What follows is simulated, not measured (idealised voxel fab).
Module name: voxel trench capacitor (process module)
Xsec cut, 240 nm wide, square cell size 5 nm.
Bands, listed from the top down, are how a cross-section gets written in this document; the cross-section itself is a grid of square cells, and a band is one or more rows of them. Per band: top height and bottom height in nm, followed by the left-to-right materials and their widths in nm; "all across" marks a single material spanning edge to edge, "empty" marks empty space. Heights are measured from 0, the level below which the as-received wafer is all one material; the lowest band has no bottom and continues downward, written as in "0 -> down". When a width is written as two numbers, as in "30 to 40", the first number is the width in the top row of cells of the band and the second is the width in its bottom row, and the width changes by the same amount from each row to the next. "stayed the same" for a step: no cell of the cross-section changed in that step. So "Entrapped voids" is basically the list of trapped voids: any empty space of 8 cells or more that can't reach the top through an opening. They're written width x height at distance, the distance being from the left edge, and it's all nm. Post-settings text on a step line: simulator's own remark regarding the step. Regarding "overlay nm": on a step with a mask, it is the distance the mask lay to the right of its planned place; a negative value places it to the left.

### Intended process steps
| 1 | RECEIVE,material Si |
| 2 | CONFORMAL_DEP,material SiN,thk nm 10 |
| 3 | MASKED_ETCH,tone open,mask id TRENCH,width nm 25,pitch nm 40,etch materials SiN,depth nm 10,overlay nm 0 |
| 4 | MASKED_ETCH,tone open,mask id TRENCH,width nm 25,pitch nm 40,etch materials Si,depth nm 40,overlay nm 0 |
| 5 | CONFORMAL_DEP,material Al2O3,thk nm 5 |
| 6 | FILL_DEP,material polySi,thk nm 10 |
| 7 | CMP,height nm 10 |

### First of two wafers: run as planned

### Step 1 complete: cross-section of the wafer as received
  0 -> down | Si all across
  Entrapped voids: none

### Sectional view: wafer, after step 2
  10 -> 0 | SiN all across
  For the remainder of the cross-section, below 0, there is no change.

### Sectional view: wafer, after step 3
  10 -> 0 | SiN 45 nm; empty 25 nm; SiN 15 nm; empty 25 nm; SiN 15 nm; empty 25 nm; SiN 15 nm; empty 25 nm; SiN 50 nm
  For the remainder of the cross-section, below 0, there is no change.

### Sectional view: wafer, after step 4
  10 -> 0 | SiN 45 nm; empty 25 nm; SiN 15 nm; empty 25 nm; SiN 15 nm; empty 25 nm; SiN 15 nm; empty 25 nm; SiN 50 nm
  0 -> -40 | Si 45 nm; empty 25 nm; Si 15 nm; empty 25 nm; Si 15 nm; empty 25 nm; Si 15 nm; empty 25 nm; Si 50 nm
  For the remainder of the cross-section, below -40, there is no change.

### Sectional view: wafer, after step 5
  15 -> 10 | Al2O3 50 nm; empty 15 nm; Al2O3 25 nm; empty 15 nm; Al2O3 25 nm; empty 15 nm; Al2O3 25 nm; empty 15 nm; Al2O3 55 nm
  10 -> 0 | SiN 45 nm; Al2O3 5 nm; empty 15 nm; Al2O3 5 nm; SiN 15 nm; Al2O3 5 nm; empty 15 nm; Al2O3 5 nm; SiN 15 nm; Al2O3 5 nm; empty 15 nm; Al2O3 5 nm; SiN 15 nm; Al2O3 5 nm; empty 15 nm; Al2O3 5 nm; SiN 50 nm
  0 -> -35 | Si 45 nm; Al2O3 5 nm; empty 15 nm; Al2O3 5 nm; Si 15 nm; Al2O3 5 nm; empty 15 nm; Al2O3 5 nm; Si 15 nm; Al2O3 5 nm; empty 15 nm; Al2O3 5 nm; Si 15 nm; Al2O3 5 nm; empty 15 nm; Al2O3 5 nm; Si 50 nm
  -35 -> -40 | Si 45 nm; Al2O3 25 nm; Si 15 nm; Al2O3 25 nm; Si 15 nm; Al2O3 25 nm; Si 15 nm; Al2O3 25 nm; Si 50 nm
  For the remainder of the cross-section, below -40, there is no change.

### Sectional view: wafer, after step 6
  25 -> 15 | polySi all across
  15 -> 10 | Al2O3 50 nm; polySi 15 nm; Al2O3 25 nm; polySi 15 nm; Al2O3 25 nm; polySi 15 nm; Al2O3 25 nm; polySi 15 nm; Al2O3 55 nm
  10 -> 0 | SiN 45 nm; Al2O3 5 nm; polySi 15 nm; Al2O3 5 nm; SiN 15 nm; Al2O3 5 nm; polySi 15 nm; Al2O3 5 nm; SiN 15 nm; Al2O3 5 nm; polySi 15 nm; Al2O3 5 nm; SiN 15 nm; Al2O3 5 nm; polySi 15 nm; Al2O3 5 nm; SiN 50 nm
  0 -> -35 | Si 45 nm; Al2O3 5 nm; polySi 15 nm; Al2O3 5 nm; Si 15 nm; Al2O3 5 nm; polySi 15 nm; Al2O3 5 nm; Si 15 nm; Al2O3 5 nm; polySi 15 nm; Al2O3 5 nm; Si 15 nm; Al2O3 5 nm; polySi 15 nm; Al2O3 5 nm; Si 50 nm
  For the remainder of the cross-section, below -35, there is no change.

### Sectional view: wafer, after step 7
  10 -> 0 | SiN 45 nm; Al2O3 5 nm; polySi 15 nm; Al2O3 5 nm; SiN 15 nm; Al2O3 5 nm; polySi 15 nm; Al2O3 5 nm; SiN 15 nm; Al2O3 5 nm; polySi 15 nm; Al2O3 5 nm; SiN 15 nm; Al2O3 5 nm; polySi 15 nm; Al2O3 5 nm; SiN 50 nm
  For the remainder of the cross-section, below 0, there is no change.

### Second wafer, same starting state and plan as the first, one mistake in the run, identical through step 2

### Cross-section: second wafer, time at which step 3 was scheduled to end
  10 -> 0 | SiN 40 nm; empty 25 nm; SiN 15 nm; empty 25 nm; SiN 15 nm; empty 25 nm; SiN 15 nm; empty 25 nm; SiN 55 nm
  For the remainder of the cross-section, below 0, there is no change.

### Cross-section: second wafer, time at which step 4 was scheduled to end
  10 -> 0 | SiN 40 nm; empty 25 nm; SiN 15 nm; empty 25 nm; SiN 15 nm; empty 25 nm; SiN 15 nm; empty 25 nm; SiN 55 nm
  0 -> -40 | Si 45 nm; empty 20 nm; Si 20 nm; empty 20 nm; Si 20 nm; empty 20 nm; Si 20 nm; empty 20 nm; Si 55 nm
  For the remainder of the cross-section, below -40, there is no change.

### Cross-section: second wafer, time at which step 5 was scheduled to end
  15 -> 10 | Al2O3 45 nm; empty 15 nm; Al2O3 25 nm; empty 15 nm; Al2O3 25 nm; empty 15 nm; Al2O3 25 nm; empty 15 nm; Al2O3 60 nm
  10 -> 0 | SiN 40 nm; Al2O3 5 to 10 nm; empty 15 to 10 nm; Al2O3 5 nm; SiN 15 nm; Al2O3 5 to 10 nm; empty 15 to 10 nm; Al2O3 5 nm; SiN 15 nm; Al2O3 5 to 10 nm; empty 15 to 10 nm; Al2O3 5 nm; SiN 15 nm; Al2O3 5 to 10 nm; empty 15 to 10 nm; Al2O3 5 nm; SiN 55 nm
  0 -> -35 | Si 45 nm; Al2O3 5 nm; empty 10 nm; Al2O3 5 nm; Si 20 nm; Al2O3 5 nm; empty 10 nm; Al2O3 5 nm; Si 20 nm; Al2O3 5 nm; empty 10 nm; Al2O3 5 nm; Si 20 nm; Al2O3 5 nm; empty 10 nm; Al2O3 5 nm; Si 55 nm
  -35 -> -40 | Si 45 nm; Al2O3 20 nm; Si 20 nm; Al2O3 20 nm; Si 20 nm; Al2O3 20 nm; Si 20 nm; Al2O3 20 nm; Si 55 nm
  For the remainder of the cross-section, below -40, there is no change.

### Cross-section: second wafer, time at which step 6 was scheduled to end
  25 -> 15 | polySi all across
  15 -> 10 | Al2O3 45 nm; polySi 15 nm; Al2O3 25 nm; polySi 15 nm; Al2O3 25 nm; polySi 15 nm; Al2O3 25 nm; polySi 15 nm; Al2O3 60 nm
  10 -> 0 | SiN 40 nm; Al2O3 5 to 10 nm; polySi 15 to 10 nm; Al2O3 5 nm; SiN 15 nm; Al2O3 5 to 10 nm; polySi 15 to 10 nm; Al2O3 5 nm; SiN 15 nm; Al2O3 5 to 10 nm; polySi 15 to 10 nm; Al2O3 5 nm; SiN 15 nm; Al2O3 5 to 10 nm; polySi 15 to 10 nm; Al2O3 5 nm; SiN 55 nm
  0 -> -35 | Si 45 nm; Al2O3 5 nm; polySi 10 nm; Al2O3 5 nm; Si 20 nm; Al2O3 5 nm; polySi 10 nm; Al2O3 5 nm; Si 20 nm; Al2O3 5 nm; polySi 10 nm; Al2O3 5 nm; Si 20 nm; Al2O3 5 nm; polySi 10 nm; Al2O3 5 nm; Si 55 nm
  For the remainder of the cross-section, below -35, there is no change.

### Cross-section: second wafer, time at which step 7 was scheduled to end
  10 -> 0 | SiN 40 nm; Al2O3 5 to 10 nm; polySi 15 to 10 nm; Al2O3 5 nm; SiN 15 nm; Al2O3 5 to 10 nm; polySi 15 to 10 nm; Al2O3 5 nm; SiN 15 nm; Al2O3 5 to 10 nm; polySi 15 to 10 nm; Al2O3 5 nm; SiN 15 nm; Al2O3 5 to 10 nm; polySi 15 to 10 nm; Al2O3 5 nm; SiN 55 nm
  For the remainder of the cross-section, below 0, there is no change.
Deviation noted in wafer processing: step 3 off recipe, ran as MASKED_ETCH,tone open,mask id TRENCH,width nm 25,pitch nm 40,etch materials SiN,depth nm 10,overlay nm -5
Cell-count delta at end, second wafer over first, by material: Si: 32 more, polySi: 32 fewer
